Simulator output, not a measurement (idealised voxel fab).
voxel quadruple lines: a process module
We display cut, a cross-section 260 nm in width whose square cells are each 5 nm.
For the purposes of this document, a cross-section shall be understood as a grid of square cells, specified as bands listed in top-to-bottom order, each band consisting of one or more rows of cells. A band entry consists of two parts. The first gives the height of the band's top and the height of its bottom, in nm. The rest lists the band's materials from left to right, each with its width in nm. A single material labelled with the word "full width" fills the band from edge to edge, and the word "air" marks empty space. Height reference: 0 = level under which incoming wafer is all one material. Lowest band: no bottom, runs on downward, e.g. "from 0 down". It should be noted that a width expressed as "30..40" varies in equal increments from row to row of cells within the band, taking the value of the first number at the top row and that of the second number at the bottom row. When a step is marked "left unchanged", none of the cells in the cross-section changed during that step. For the entry "Sealed void list", the listed items are empty spaces with no open way to the top whose size is 8 cells or more; each item follows the pattern width x height at distance, where distance is from the left edge and all three are in nm. Text after the settings on a step's line: the simulator's own remark on that step. On any step carrying a mask, the "overlay nm" setting, if present on the step's line, tells how far right of its planned place the mask lay; negative values point to the left.
**Process steps - plan**
1,RECEIVE (material Si)
2,CONFORMAL_DEP (material SiO2; thk nm 5)
3,DIRECTIONAL_DEP (material Ru; thk nm 10)
4,DIRECTIONAL_DEP (material polySi; thk nm 15)
5,DIRECTIONAL_DEP (material aC; thk nm 20)
6,PATTERN (tone cover; mask id MANDREL; material resist; width nm 35; thk nm 25; overlay nm 0)
7,DIRECTIONAL_ETCH (etch materials aC; depth nm 20)
8,STRIP (etch materials resist)
9,CONFORMAL_DEP (material SiO2; thk nm 15)
10,DIRECTIONAL_ETCH (etch materials SiO2; depth nm 15)
11,STRIP (etch materials aC)
12,DIRECTIONAL_ETCH (etch materials polySi; depth nm 15)
13,STRIP (etch materials SiO2)
14,CONFORMAL_DEP (material SiCN; thk nm 10)
15,DIRECTIONAL_ETCH (etch materials SiCN; depth nm 10)
16,STRIP (etch materials polySi)
17,DIRECTIONAL_ETCH (etch materials Ru; depth nm 10)
18,STRIP (etch materials SiCN)
**Below: the first of two wafers, run as planned**
**Cross-section of the wafer upon arrival, representing the state reached after step 1**
- from 0 down  Si full width
- Sealed void list: none
**Cross-section through the wafer, step 2 finished**
- from 5 to 0  SiO2 full width
- Everything below 0 is unchanged.
**Cross-section through the wafer, step 3 finished**
- from 15 to 5  Ru full width
- Everything below 5 is unchanged.
**Cross-section through the wafer, step 4 finished**
- from 30 to 15  polySi full width
- Everything below 15 is unchanged.
**Cross-section through the wafer, step 5 finished**
- from 50 to 30  aC full width
- Everything below 30 is unchanged.
**Cross-section through the wafer, step 6 finished**
- from 75 to 50  110 of air, 35 of resist, 115 of air
- Everything below 50 is unchanged.
**Cross-section through the wafer, step 7 finished**
- from 55 to 50  110 of air, 35 of resist, 115 of air
- from 50 to 30  110 of air, 35 of aC, 115 of air
- Everything below 30 is unchanged.
**Cross-section through the wafer, step 8 finished**
- from 50 to 30  110 of air, 35 of aC, 115 of air
- Everything below 30 is unchanged.
**Cross-section through the wafer, step 9 finished**
- from 65 to 50  95 of air, 65 of SiO2, 100 of air
- from 50 to 45  95 of air, 15 of SiO2, 35 of aC, 15 of SiO2, 100 of air
- from 45 to 30  110 of SiO2, 35 of aC, 115 of SiO2
- Everything below 30 is unchanged.
**Cross-section through the wafer, step 10 finished**
- from 50 to 30  95 of air, 15 of SiO2, 35 of aC, 15 of SiO2, 100 of air
- Everything below 30 is unchanged.
**Cross-section through the wafer, step 11 finished**
- from 50 to 30  95 of air, 15 of SiO2, 35 of air, 15 of SiO2, 100 of air
- Everything below 30 is unchanged.
**Cross-section through the wafer, step 12 finished**
- from 50 to 30  95 of air, 15 of SiO2, 35 of air, 15 of SiO2, 100 of air
- from 30 to 15  95 of air, 15 of polySi, 35 of air, 15 of polySi, 100 of air
- Everything below 15 is unchanged.
**Cross-section through the wafer, step 13 finished**
- from 30 to 15  95 of air, 15 of polySi, 35 of air, 15 of polySi, 100 of air
- Everything below 15 is unchanged.
**Cross-section through the wafer, step 14 finished**
- from 40 to 30  85 of air, 35 of SiCN, 15 of air, 35 of SiCN, 90 of air
- from 30 to 25  85 of air, 10 of SiCN, 15 of polySi, 10 of SiCN, 15 of air, 10 of SiCN, 15 of polySi, 10 of SiCN, 90 of air
- from 25 to 15  95 of SiCN, 15 of polySi, 35 of SiCN, 15 of polySi, 100 of SiCN
- Everything below 15 is unchanged.
**Cross-section through the wafer, step 15 finished**
- from 30 to 15  85 of air, 10 of SiCN, 15 of polySi, 10 of SiCN, 15 of air, 10 of SiCN, 15 of polySi, 10 of SiCN, 90 of air
- Everything below 15 is unchanged.
**Cross-section through the wafer, step 16 finished**
- from 30 to 15  85 of air, 10 of SiCN, 15 of air, 10 of SiCN, 15 of air, 10 of SiCN, 15 of air, 10 of SiCN, 90 of air
- Everything below 15 is unchanged.
**Cross-section through the wafer, step 17 finished**
- from 30 to 15  85 of air, 10 of SiCN, 15 of air, 10 of SiCN, 15 of air, 10 of SiCN, 15 of air, 10 of SiCN, 90 of air
- from 15 to 5  85 of air, 10 of Ru, 15 of air, 10 of Ru, 15 of air, 10 of Ru, 15 of air, 10 of Ru, 90 of air
- Everything below 5 is unchanged.
**Cross-section through the wafer, step 18 finished**
- from 15 to 5  85 of air, 10 of Ru, 15 of air, 10 of Ru, 15 of air, 10 of Ru, 15 of air, 10 of Ru, 90 of air
- Everything below 5 is unchanged.
**Wafer two: like wafer one in start and plan, but with one mistake in execution; identical up to and including step 5**
**The second wafer in cross-section, at the planned close of step 6**
- from 75 to 50  110 of resist, 35 of air, 115 of resist
- Everything below 50 is unchanged.
**The second wafer in cross-section, at the planned close of step 7**
- from 55 to 50  110 of resist, 35 of air, 115 of resist
- from 50 to 30  110 of aC, 35 of air, 115 of aC
- Everything below 30 is unchanged.
**The second wafer in cross-section, at the planned close of step 8**
- from 50 to 30  110 of aC, 35 of air, 115 of aC
- Everything below 30 is unchanged.
**The second wafer in cross-section, at the planned close of step 9**
- from 65 to 50  125 of SiO2, 5 of air, 130 of SiO2
- from 50 to 45  110 of aC, 15 of SiO2, 5 of air, 15 of SiO2, 115 of aC
- from 45 to 30  110 of aC, 35 of SiO2, 115 of aC
- Everything below 30 is unchanged.
**The second wafer in cross-section, at the planned close of step 10**
- from 50 to 30  110 of aC, 15 of SiO2, 5 of air, 15 of SiO2, 115 of aC
- Everything below 30 is unchanged.
**The second wafer in cross-section, at the planned close of step 11**
- from 50 to 30  110 of air, 15 of SiO2, 5 of air, 15 of SiO2, 115 of air
- Everything below 30 is unchanged.
**The second wafer in cross-section, at the planned close of step 12**
- from 50 to 30  110 of air, 15 of SiO2, 5 of air, 15 of SiO2, 115 of air
- from 30 to 15  110 of air, 15 of polySi, 5 of air, 15 of polySi, 115 of air
- Everything below 15 is unchanged.
**The second wafer in cross-section, at the planned close of step 13**
- from 30 to 15  110 of air, 15 of polySi, 5 of air, 15 of polySi, 115 of air
- Everything below 15 is unchanged.
**The second wafer in cross-section, at the planned close of step 14**
- from 40 to 30  100 of air, 55 of SiCN, 105 of air
- from 30 to 25  100 of air, 10 of SiCN, 15 of polySi, 5 of SiCN, 15 of polySi, 10 of SiCN, 105 of air
- from 25 to 15  110 of SiCN, 15 of polySi, 5 of SiCN, 15 of polySi, 115 of SiCN
- Everything below 15 is unchanged.
**The second wafer in cross-section, at the planned close of step 15**
- from 30 to 15  100 of air, 10 of SiCN, 15 of polySi, 5 of SiCN, 15 of polySi, 10 of SiCN, 105 of air
- Everything below 15 is unchanged.
**The second wafer in cross-section, at the planned close of step 16**
- from 30 to 15  100 of air, 10 of SiCN, 15 of air, 5 of SiCN, 15 of air, 10 of SiCN, 105 of air
- Everything below 15 is unchanged.
**The second wafer in cross-section, at the planned close of step 17**
- from 30 to 15  100 of air, 10 of SiCN, 15 of air, 5 of SiCN, 15 of air, 10 of SiCN, 105 of air
- from 15 to 5  100 of air, 10 of Ru, 15 of air, 5 of Ru, 15 of air, 10 of Ru, 105 of air
- Everything below 5 is unchanged.
**The second wafer in cross-section, at the planned close of step 18**
- from 15 to 5  100 of air, 10 of Ru, 15 of air, 5 of Ru, 15 of air, 10 of Ru, 105 of air
- Everything below 5 is unchanged.
Where did the run depart from the plan? step 6 did not happen as planned, as run it was PATTERN (tone open; mask id MANDREL; material resist; width nm 35; thk nm 25; overlay nm 0)
Heads up, by the end the second wafer has more or fewer cells of some materials compared to the first: 6 fewer of Ru
